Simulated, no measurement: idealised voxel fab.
This is a process module. Its name is voxel wiring stack.
The cross-section shown here is cut; it is 260 nm wide and divided into square cells measuring 5 nm on a side.
Just so we're on the same page, the cross-sections are grids of square cells, and they're listed out in bands top to bottom, each band one or more rows deep.
Each band's line starts with the height of the band's top and of its bottom, in nm. Then come its materials from left to right, each with its width in nm. One material with "all across" fills the band from edge to edge. "air" is empty space.
Convention: height 0 is the level below which the wafer, as received, is all one material. The lowest band does not terminate at the bottom but continues downward, represented as "z 0 and below".
So if you see something like "30 to 40" for the width, read it as the top row of the band sitting at the first number and the bottom row at the second, with every row in between moving by the same amount as the last.
When a step is marked "nothing changed", none of the cells in the cross-section changed during that step.
If an empty space has no open way to the top and is at least 8 cells in size, "Catalogued sealed voids" lists it, written width x height at distance, where distance is measured from the left edge and every value is in nm.
Where a step's line continues beyond its settings, the continuation is a remark by the simulator itself on that step.
overlay nm: on a step with a mask, how far right of its planned place the mask lay; negative means left.
BELOW IS THE LIST OF PLANNED PROCESS STEPS
step 1: RECEIVE [material Si]
step 2: CONFORMAL_DEP [material SiO2] [thk nm 15]
step 3: CONFORMAL_DEP [material SiN] [thk nm 5]
step 4: DIRECTIONAL_DEP [material SiO2] [thk nm 15]
step 5: PATTERN [tone open] [mask id METAL_1] [material resist] [width nm 30] [pitch nm 60] [thk nm 15] [overlay nm 0]
step 6: DIRECTIONAL_ETCH [etch materials SiO2] [depth nm 15]
step 7: DIRECTIONAL_ETCH [etch materials SiN] [depth nm 5]
step 8: STRIP [etch materials resist]
step 9: CONFORMAL_DEP [material TiN] [thk nm 5]
step 10: FILL_DEP [material W] [thk nm 5]
step 11: CMP [height nm 35]
step 12: EPI [material Ru] [thk nm 5]
step 13: FILL_DEP [material SiCN] [thk nm 5]
step 14: DIRECTIONAL_DEP [material lowk] [thk nm 30]
step 15: DIRECTIONAL_DEP [material aC] [thk nm 10]
step 16: PATTERN [tone open] [mask id METAL_2] [material resist] [width nm 30] [pitch nm 60] [thk nm 25] [overlay nm 0]
step 17: DIRECTIONAL_ETCH [etch materials aC] [depth nm 10]
step 18: STRIP [etch materials resist]
step 19: DIRECTIONAL_ETCH [etch materials lowk] [depth nm 20]
step 20: STRIP [etch materials aC]
step 21: DIRECTIONAL_DEP [material aC] [thk nm 15]
step 22: PATTERN [tone open] [mask id METAL_2_HOLES] [material resist] [width nm 15] [pitch nm 120] [thk nm 30] [overlay nm 0]
step 23: DIRECTIONAL_ETCH [etch materials aC] [depth nm 15]
step 24: STRIP [etch materials resist]
step 25: DIRECTIONAL_ETCH [etch materials lowk] [depth nm 10]
step 26: DIRECTIONAL_ETCH [etch materials SiCN] [depth nm 5]
step 27: STRIP [etch materials aC]
step 28: CONFORMAL_DEP [material TiN] [thk nm 5]
step 29: FILL_DEP [material Cu] [thk nm 5]
step 30: CMP [height nm 75]
step 31: CONFORMAL_DEP [material SiCN] [thk nm 5]
step 32: DIRECTIONAL_DEP [material lowk] [thk nm 15]
step 33: MASKED_ETCH [tone open] [mask id PLUG_2] [width nm 15] [pitch nm 120] [etch materials lowk] [depth nm 15] [overlay nm 0]
step 34: MASKED_ETCH [tone open] [mask id PLUG_2] [width nm 15] [pitch nm 120] [etch materials SiCN] [depth nm 5] [overlay nm 0]
step 35: EPI [material Ru] [thk nm 10]
step 36: EPI [material Ru] [thk nm 10]
step 37: DIRECTIONAL_DEP [material TiN] [thk nm 5]
step 38: DIRECTIONAL_DEP [material Ru] [thk nm 25]
step 39: MASKED_ETCH [tone cover] [mask id METAL_3] [width nm 30] [pitch nm 60] [etch materials Ru] [depth nm 25] [overlay nm 0]
step 40: MASKED_ETCH [tone cover] [mask id METAL_3] [width nm 30] [pitch nm 60] [etch materials TiN] [depth nm 5] [overlay nm 0]
step 41: CONFORMAL_DEP [material SiN] [thk nm 5]
step 42: FILL_DEP [material SiO2] [thk nm 5]
step 43: CMP [height nm 125]
step 44: CONFORMAL_DEP [material SiN] [thk nm 5]
CROSS-SECTION OF THE WAFER UPON ARRIVAL, REPRESENTING THE STATE REACHED AFTER STEP 1
> z 0 and below  Si all across
> Catalogued sealed voids: none
CROSS-SECTION TAKEN AT MODULE COMPLETION ON THE FIRST OF TWO WAFERS; PROCESSED PER THE PLAN
> z 130 to 125  SiN all across
> z 125 to 100  50 nm SiO2, then 5 nm SiN, then 30 nm Ru, then 5 nm SiN, then 20 nm SiO2, then 5 nm SiN, then 30 nm Ru, then 5 nm SiN, then 20 nm SiO2, then 5 nm SiN, then 30 nm Ru, then 5 nm SiN, then 50 nm SiO2
> z 100 to 95  55 nm SiN, then 30 nm TiN, then 30 nm SiN, then 30 nm TiN, then 30 nm SiN, then 30 nm TiN, then 55 nm SiN
> z 95 to 80  55 nm lowk, then 15 nm Ru, then 105 nm lowk, then 15 nm Ru, then 70 nm lowk
> z 80 to 75  55 nm SiCN, then 15 nm Ru, then 105 nm SiCN, then 15 nm Ru, then 70 nm SiCN
> z 75 to 60  55 nm lowk, then 5 nm TiN, then 20 nm Cu, then 5 nm TiN, then 30 nm lowk, then 5 nm TiN, then 20 nm Cu, then 5 nm TiN, then 30 nm lowk, then 5 nm TiN, then 20 nm Cu, then 5 nm TiN, then 55 nm lowk
> z 60 to 55  55 nm lowk, then 5 nm TiN, then 5 nm Cu, then 20 nm TiN, then 30 nm lowk, then 30 nm TiN, then 30 nm lowk, then 5 nm TiN, then 5 nm Cu, then 20 nm TiN, then 55 nm lowk
> z 55 to 45  55 nm lowk, then 5 nm TiN, then 5 nm Cu, then 5 nm TiN, then 105 nm lowk, then 5 nm TiN, then 5 nm Cu, then 5 nm TiN, then 70 nm lowk
> z 45 to 40  55 nm SiCN, then 15 nm TiN, then 105 nm SiCN, then 15 nm TiN, then 70 nm SiCN
> z 40 to 35  50 nm SiCN, then 40 nm Ru, then 20 nm SiCN, then 40 nm Ru, then 20 nm SiCN, then 40 nm Ru, then 50 nm SiCN
> z 35 to 20  55 nm SiO2, then 5 nm TiN, then 20 nm W, then 5 nm TiN, then 30 nm SiO2, then 5 nm TiN, then 20 nm W, then 5 nm TiN, then 30 nm SiO2, then 5 nm TiN, then 20 nm W, then 5 nm TiN, then 55 nm SiO2
> z 20 to 15  55 nm SiN, then 30 nm TiN, then 30 nm SiN, then 30 nm TiN, then 30 nm SiN, then 30 nm TiN, then 55 nm SiN
> z 15 to 0  SiO2 all across
> z 0 and below  Si all across
> Catalogued sealed voids: none
MODULE END: CROSS-SECTION OF WAFER TWO OF TWO. SAME START AND PROCESS PLAN AS THE FIRST WAFER. ONE MISTAKE DURING EXECUTION
> z 130 to 125  SiN all across
> z 125 to 100  50 nm SiO2, then 5 nm SiN, then 30 nm Ru, then 5 nm SiN, then 20 nm SiO2, then 5 nm SiN, then 30 nm Ru, then 5 nm SiN, then 20 nm SiO2, then 5 nm SiN, then 30 nm Ru, then 5 nm SiN, then 50 nm SiO2
> z 100 to 95  55 nm SiN, then 30 nm TiN, then 30 nm SiN, then 30 nm TiN, then 30 nm SiN, then 30 nm TiN, then 55 nm SiN
> z 95 to 80  55 nm lowk, then 15 nm Ru, then 105 nm lowk, then 15 nm Ru, then 70 nm lowk
> z 80 to 75  55 nm SiCN, then 15 nm Ru, then 105 nm SiCN, then 15 nm Ru, then 70 nm SiCN
> z 75 to 60  55 nm lowk, then 5 nm TiN, then 20 nm Cu, then 5 nm TiN, then 30 nm lowk, then 5 nm TiN, then 20 nm Cu, then 5 nm TiN, then 30 nm lowk, then 5 nm TiN, then 20 nm Cu, then 5 nm TiN, then 55 nm lowk
> z 60 to 55  55 nm lowk, then 5 nm TiN, then 10 nm Cu, then 15 nm TiN, then 30 nm lowk, then 30 nm TiN, then 30 nm lowk, then 5 nm TiN, then 10 nm Cu, then 15 nm TiN, then 55 nm lowk
> z 55 to 45  55 nm lowk, then 5 nm TiN, then 10 nm Cu, then 5 nm TiN, then 100 nm lowk, then 5 nm TiN, then 10 nm Cu, then 5 nm TiN, then 65 nm lowk
> z 45 to 40  55 nm SiCN, then 20 nm TiN, then 100 nm SiCN, then 20 nm TiN, then 65 nm SiCN
> z 40 to 35  50 nm SiCN, then 40 nm Ru, then 20 nm SiCN, then 40 nm Ru, then 20 nm SiCN, then 40 nm Ru, then 50 nm SiCN
> z 35 to 20  55 nm SiO2, then 5 nm TiN, then 20 nm W, then 5 nm TiN, then 30 nm SiO2, then 5 nm TiN, then 20 nm W, then 5 nm TiN, then 30 nm SiO2, then 5 nm TiN, then 20 nm W, then 5 nm TiN, then 55 nm SiO2
> z 20 to 15  55 nm SiN, then 30 nm TiN, then 30 nm SiN, then 30 nm TiN, then 30 nm SiN, then 30 nm TiN, then 55 nm SiN
> z 15 to 0  SiO2 all across
> z 0 and below  Si all across
> Catalogued sealed voids: none
Where did the run depart from the plan? step 22 ran differently from the plan; actual operation with settings: PATTERN [tone open] [mask id METAL_2_HOLES] [material resist] [width nm 20] [pitch nm 120] [thk nm 30] [overlay nm 0]
Wafer comparison, final, in cells, second relative to first, materials more or fewer: +6 Cu; -2 SiCN; -4 lowk
